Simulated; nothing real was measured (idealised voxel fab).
Process module, titled voxel ribs on slabs
Pictured: cross-section cut, 270 nm wide, on a grid of 5 nm square cells.
Bands, listed from the top down, are how a cross-section gets written in this document; the cross-section itself is a grid of square cells, and a band is one or more rows of them. Per band: top height and bottom height in nm, followed by the left-to-right materials and their widths in nm; "full width" marks a single material spanning edge to edge, "empty" marks empty space. Zero point of the height axis is 0; under it, received wafer = one material. Lowest band: continues down indefinitely, "0 nm and below". A two-number width, for instance "30..40", indicates that the width is equal to the first number in the top row of the band and to the second number in the bottom row, and that it changes by a constant amount per row of cells. No cell of the cross-section changed in a step that is given as "nothing changed". Look at "Entrapped voids" for the closed voids: empty spaces with no open path to the top, sized 8 cells or up. Each is width x height at distance, distance from the left edge, all nm. Anything after a step's settings on that line? It's the simulator's own note about the step. overlay nm: mask right of planned place by this much (step with mask). Neg. = left.

### The following list gives the planned process steps
- 1: op RECEIVE | material Si
- 2: op DIRECTIONAL_DEP | material SiO2 | thk nm 30
- 3: op DIRECTIONAL_DEP | material polySi | thk nm 15
- 4: op MASKED_ETCH | tone cover | mask id RIB | width nm 15 | etch materials polySi | depth nm 10 | overlay nm 0
- 5: op PATTERN | tone cover | mask id SLAB | material resist | width nm 65 | thk nm 15 | overlay nm 0
- 6: op DIRECTIONAL_ETCH | etch materials polySi | depth nm 5
- 7: op STRIP | etch materials resist
- 8: op FILL_DEP | material SiO2 | thk nm 25
- 9: op CMP | height nm 65
- 10: op DIRECTIONAL_DEP | material W | thk nm 10
- 11: op MASKED_ETCH | tone cover | mask id HEATER | width nm 25 | etch materials W | depth nm 10 | overlay nm 0
- 12: op CONFORMAL_DEP | material SiO2 | thk nm 10

### As-received wafer cross-section (after step 1)
0 nm and below = Si full width
Entrapped voids: none

### One mistake in running the module, otherwise start and plan as above: cross-section at the end
85 nm to 75 nm = empty=110 / polySi=45 / empty=115
75 nm to 65 nm = polySi=120 / W=25 / polySi=125
65 nm to 45 nm = SiO2 full width
45 nm to 35 nm = SiO2=125 / polySi=15 / SiO2=130
35 nm to 30 nm = SiO2=100 / polySi=65 / SiO2=105
30 nm to 0 nm = SiO2 full width
0 nm and below = Si full width
Entrapped voids: none
Deviation noted in wafer processing: step 12 went in with a setting other than planned; the actual run was op CONFORMAL_DEP | material polySi | thk nm 10
